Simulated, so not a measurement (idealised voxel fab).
Process module name: voxel capacitor over wiring
The cross-section shown here is cut; it is 275 nm wide and divided into square cells measuring 5 nm on a side.
Each cross-section below is a grid of square cells, stated as bands in top-down order, with one or more rows of cells making up each band. The band entry comprises the height of the band's top followed by the height of its bottom, expressed in nm, and subsequently the band's materials from left to right, each stated together with its width in nm. Where a single material is marked with the word "all across", that material fills the band from edge to edge. The word "blank" represents empty space. For the purposes of this specification, 0 denotes the height below which the wafer in its as-received condition is composed wholly of one material, and the lowermost band, lacking a lower limit, extends downward without end, as expressed in "0 and below". Width: "30 to 40" (first number = top row, second number = bottom row, same change from row to row of cells). It should be understood that the words "same as before", when stated for a given step, signify that the cross-section underwent no change in any of its cells during that step. closed voids: empty space of 8 cells or more with no open way to the top, each as width x height at its distance from the left edge, in nm. Formally, on a step line, whatever follows the settings is a remark that the simulator itself makes on the step. Steps that use a mask can have "overlay nm" on their line. It says how far the mask sat to the right of where it was meant to be. Negative means to the left.
[List of planned process steps]
1 RECEIVE, material Si
2 CONFORMAL_DEP, material SiO2, thk nm 15
3 CONFORMAL_DEP, material SiN, thk nm 5
4 DIRECTIONAL_DEP, material SiO2, thk nm 20
5 MASKED_ETCH, tone open, mask id METAL_1, width nm 20, pitch nm 70, etch materials SiO2, depth nm 20, overlay nm 0
6 MASKED_ETCH, tone open, mask id METAL_1, width nm 20, pitch nm 70, etch materials SiN, depth nm 5, overlay nm 0
7 CONFORMAL_DEP, material TiN, thk nm 5
8 FILL_DEP, material W, thk nm 5
9 CMP, height nm 40
10 CONFORMAL_DEP, material SiCN, thk nm 5
11 DIRECTIONAL_DEP, material lowk, thk nm 10
12 PATTERN, tone open, mask id PLUG_1, material resist, width nm 15, thk nm 15, overlay nm 0
13 DIRECTIONAL_ETCH, etch materials lowk, depth nm 10
14 DIRECTIONAL_ETCH, etch materials SiCN, depth nm 5
15 STRIP, etch materials resist
16 CONFORMAL_DEP, material TiN, thk nm 5
17 FILL_DEP, material Cu, thk nm 10
18 CMP, height nm 55
19 DIRECTIONAL_DEP, material TiN, thk nm 5
20 DIRECTIONAL_DEP, material SiN, thk nm 5
21 DIRECTIONAL_DEP, material TiN, thk nm 10
22 MASKED_ETCH, tone cover, mask id UPPER_PLATE, width nm 55, etch materials TiN, depth nm 10, overlay nm 0
23 MASKED_ETCH, tone cover, mask id UPPER_PLATE, width nm 55, etch materials SiN, depth nm 5, overlay nm 0
24 MASKED_ETCH, tone cover, mask id LOWER_PLATE, width nm 65, etch materials TiN, depth nm 10, overlay nm 0
25 FILL_DEP, material SiO2, thk nm 15
26 CMP, height nm 90
27 MASKED_ETCH, tone open, mask id PLUG_2, width nm 15, etch materials SiO2, depth nm 10, overlay nm 0
28 CONFORMAL_DEP, material TiN, thk nm 5
29 FILL_DEP, material W, thk nm 10
30 CMP, height nm 90
31 CONFORMAL_DEP, material SiN, thk nm 5
Same starting wafers, different thk nm at step 19. Plan value belongs to the first wafer.
[As-received cross-section, first of several wafers, post step 1]
	0 and below: Si all across
	closed voids: none
[Wafer rows, end of module: cells per material gained (+) or lost (-) since receipt; closed voids last]
thk nm 5 | +2 Cu | +52 SiCN | +113 SiN | +686 SiO2 | +71 TiN | +17 W | +104 lowk | closed voids: none
thk nm 10 | +2 Cu | +52 SiCN | +113 SiN | +673 SiO2 | +84 TiN | +17 W | +104 lowk | closed voids: none
thk nm 15 | +2 Cu | +52 SiCN | +113 SiN | +621 SiO2 | +137 TiN | +16 W | +104 lowk | closed voids: none
thk nm 20 | +2 Cu | +52 SiCN | +113 SiN | +569 SiO2 | +189 TiN | +16 W | +104 lowk | closed voids: none
thk nm 25 | +2 Cu | +52 SiCN | +113 SiN | +525 SiO2 | +233 TiN | +16 W | +104 lowk | closed voids: none
